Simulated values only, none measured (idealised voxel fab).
Process module heading - voxel wiring stack
cross-section cut | 235 nm wide | cells 5 nm
Cross-section spec: square-cell grid; bands listed top down; each band is one or more rows.
Heads up on the band format: heights come first, top then bottom, in nm. After that it's the materials left to right, each with its width in nm. A single material flagged "throughout" fills the whole band edge to edge, and "air" means there's empty space there.
Height reference: 0 = level under which incoming wafer is all one material. Lowest band: no bottom, runs on downward, e.g. "0 nm and below".
The two numbers in a width such as "30->40" mark its ends across the band: the first belongs to the top row of cells, the second to the bottom row, and from each row to the next the width moves by the same amount.
"identical to before" after a step means that no cell of the cross-section changed.
Empty spaces without an open route to the top, at least 8 cells in extent, make up the entry "Completely enclosed voids"; each is given as width x height at distance, where the distance is measured from the left edge, and all are in nm.
What comes after the settings on a step's line is commentary from the simulator itself on that step.
The optional step-line setting "overlay nm" applies to steps with a mask and quantifies how far to the right of its planned location the mask lay, a negative value indicating leftward placement.

Steps planned for the process
1: RECEIVE with material Si
2: CONFORMAL_DEP with material SiO2, thk nm 10
3: DIRECTIONAL_DEP with material TiN, thk nm 5
4: DIRECTIONAL_DEP with material W, thk nm 20
5: PATTERN with tone cover, mask id METAL_1, material resist, width nm 20, pitch nm 40, thk nm 20, overlay nm 0
6: DIRECTIONAL_ETCH with etch materials W, depth nm 20
7: DIRECTIONAL_ETCH with etch materials TiN, depth nm 5
8: STRIP with etch materials resist
9: FILL_DEP with material lowk, thk nm 5
10: CMP with height nm 35
11: CONFORMAL_DEP with material SiCN, thk nm 5
12: DIRECTIONAL_DEP with material lowk, thk nm 30
13: PATTERN with tone open, mask id METAL_2, material resist, width nm 20, pitch nm 40, thk nm 20, overlay nm 0
14: DIRECTIONAL_ETCH with etch materials lowk, depth nm 20
15: STRIP with etch materials resist
16: MASKED_ETCH with tone open, mask id METAL_2_HOLES, width nm 15, etch materials lowk, depth nm 10, overlay nm 0
17: MASKED_ETCH with tone open, mask id METAL_2_HOLES, width nm 15, etch materials SiCN, depth nm 5, overlay nm 0
18: CONFORMAL_DEP with material TiN, thk nm 5
19: FILL_DEP with material Cu, thk nm 5
20: CMP with height nm 70
21: CONFORMAL_DEP with material SiCN, thk nm 5
22: DIRECTIONAL_DEP with material lowk, thk nm 35
23: DIRECTIONAL_DEP with material aC, thk nm 10
24: PATTERN with tone open, mask id METAL_3, material resist, width nm 20, pitch nm 40, thk nm 30, overlay nm 0
25: DIRECTIONAL_ETCH with etch materials aC, depth nm 10
26: STRIP with etch materials resist
27: DIRECTIONAL_ETCH with etch materials lowk, depth nm 20
28: STRIP with etch materials aC
29: DIRECTIONAL_DEP with material aC, thk nm 15
30: PATTERN with tone open, mask id METAL_3_HOLES, material resist, width nm 15, thk nm 35, overlay nm 0
31: DIRECTIONAL_ETCH with etch materials aC, depth nm 15
32: STRIP with etch materials resist
33: DIRECTIONAL_ETCH with etch materials lowk, depth nm 15
34: DIRECTIONAL_ETCH with etch materials SiCN, depth nm 5
35: STRIP with etch materials aC
36: CONFORMAL_DEP with material TiN, thk nm 5
37: FILL_DEP with material Cu, thk nm 5
38: CMP with height nm 110
39: CONFORMAL_DEP with material SiCN, thk nm 5
40: DIRECTIONAL_DEP with material lowk, thk nm 10
41: MASKED_ETCH with tone open, mask id PLUG_3, width nm 15, pitch nm 40, etch materials lowk, depth nm 10, overlay nm 0
42: MASKED_ETCH with tone open, mask id PLUG_3, width nm 15, pitch nm 40, etch materials SiCN, depth nm 5, overlay nm 0
43: EPI with material Ru, thk nm 10
44: EPI with material Ru, thk nm 5
45: CONFORMAL_DEP with material SiN, thk nm 5
46: DIRECTIONAL_DEP with material lowk, thk nm 20
47: MASKED_ETCH with tone open, mask id METAL_4, width nm 20, pitch nm 40, etch materials lowk, depth nm 20, overlay nm 0
48: MASKED_ETCH with tone open, mask id METAL_4, width nm 20, pitch nm 40, etch materials SiN, depth nm 5, overlay nm 0
49: CONFORMAL_DEP with material TiN, thk nm 5
50: FILL_DEP with material Ru, thk nm 5
51: CMP with height nm 150
52: EPI with material Ru, thk nm 5
53: FILL_DEP with material SiCN, thk nm 5

Cross-section of the incoming wafer, state after step 1
  0 nm and below: Si throughout
  Completely enclosed voids: none

Looking at the first of two wafers in cross-section at end of module - ran to plan
  160 nm to 155 nm: SiCN throughout
  155 nm to 150 nm: SiCN (80)  Ru (30)  SiCN (10)  Ru (30)  SiCN (85)
  150 nm to 130 nm: lowk (85)  TiN (5)  Ru (10)  TiN (5)  lowk (20)  TiN (5)  Ru (10)  TiN (5)  lowk (90)
  130 nm to 125 nm: SiN (85)  TiN (20)  SiN (20)  TiN (20)  SiN (90)
  125 nm to 115 nm: lowk (85)  Ru (15)  lowk (25)  Ru (15)  lowk (95)
  115 nm to 110 nm: SiCN (85)  Ru (15)  SiCN (25)  Ru (15)  SiCN (95)
  110 nm to 95 nm: lowk (85)  TiN (5)  Cu (10)  TiN (5)  lowk (20)  TiN (5)  Cu (10)  TiN (5)  lowk (90)
  95 nm to 90 nm: lowk (85)  TiN (5)  Cu (5)  TiN (10)  lowk (20)  TiN (20)  lowk (90)
  90 nm to 75 nm: lowk (85)  TiN (5)  Cu (5)  TiN (5)  lowk (135)
  75 nm to 70 nm: SiCN (85)  TiN (15)  SiCN (135)
  70 nm to 55 nm: lowk (85)  TiN (5)  Cu (10)  TiN (5)  lowk (20)  TiN (5)  Cu (10)  TiN (5)  lowk (90)
  55 nm to 50 nm: lowk (85)  TiN (5)  Cu (5)  TiN (10)  lowk (20)  TiN (20)  lowk (90)
  50 nm to 40 nm: lowk (85)  TiN (5)  Cu (5)  TiN (5)  lowk (135)
  40 nm to 35 nm: SiCN (85)  TiN (15)  SiCN (135)
  35 nm to 15 nm: lowk (85)  W (20)  lowk (20)  W (20)  lowk (90)
  15 nm to 10 nm: lowk (85)  TiN (20)  lowk (20)  TiN (20)  lowk (90)
  10 nm to 0 nm: SiO2 throughout
  0 nm and below: Si throughout
  Completely enclosed voids: none

Second wafer cross-section at end of module - shared start and plan with the first, one mistake in the run
  160 nm to 155 nm: SiCN throughout
  155 nm to 150 nm: SiCN (80)  Ru (30)  SiCN (10)  Ru (30)  SiCN (85)
  150 nm to 130 nm: lowk (85)  TiN (5)  Ru (10)  TiN (5)  lowk (20)  TiN (5)  Ru (10)  TiN (5)  lowk (90)
  130 nm to 125 nm: SiN (85)  TiN (20)  SiN (20)  TiN (20)  SiN (90)
  125 nm to 115 nm: lowk (85)  Ru (15)  lowk (25)  Ru (15)  lowk (95)
  115 nm to 110 nm: SiCN (85)  Ru (15)  SiCN (25)  Ru (15)  SiCN (95)
  110 nm to 95 nm: lowk (85)  TiN (5)  Cu (10)  TiN (5)  lowk (20)  TiN (5)  Cu (10)  TiN (5)  lowk (90)
  95 nm to 90 nm: lowk (85)  TiN (5)  Cu (5)  TiN (10)  lowk (20)  TiN (20)  lowk (90)
  90 nm to 75 nm: lowk (85)  TiN (5)  Cu (5)  TiN (5)  lowk (135)
  75 nm to 70 nm: SiCN (85)  TiN (15)  SiCN (135)
  70 nm to 65 nm: Cu throughout
  65 nm to 60 nm: TiN (90)  Cu (10)  TiN (30)  Cu (10)  TiN (95)
  60 nm to 55 nm: lowk (85)  TiN (5)  Cu (10)  TiN (5)  lowk (20)  TiN (5)  Cu (10)  TiN (5)  lowk (90)
  55 nm to 45 nm: lowk (85->100)  TiN (20->5)  lowk (20)  TiN (5)  Cu (10)  TiN (5)  lowk (90)
  45 nm to 40 nm: lowk (100)  TiN (5)  lowk (20)  TiN (20)  lowk (90)
  40 nm to 35 nm: SiCN throughout
  35 nm to 15 nm: lowk (85)  W (20)  lowk (20)  W (20)  lowk (90)
  15 nm to 10 nm: lowk (85)  TiN (20)  lowk (20)  TiN (20)  lowk (90)
  10 nm to 0 nm: SiO2 throughout
  0 nm and below: Si throughout
  Completely enclosed voids: none
Short version of what went wrong: step 16: run off-plan, actual operation and settings MASKED_ETCH with tone cover, mask id METAL_2_HOLES, width nm 15, etch materials lowk, depth nm 10, overlay nm 0
Final wafer comparison in cells, second versus first, more or fewer per material: Cu: 44 more; SiCN: 3 more; TiN: 35 more; lowk: 82 fewer
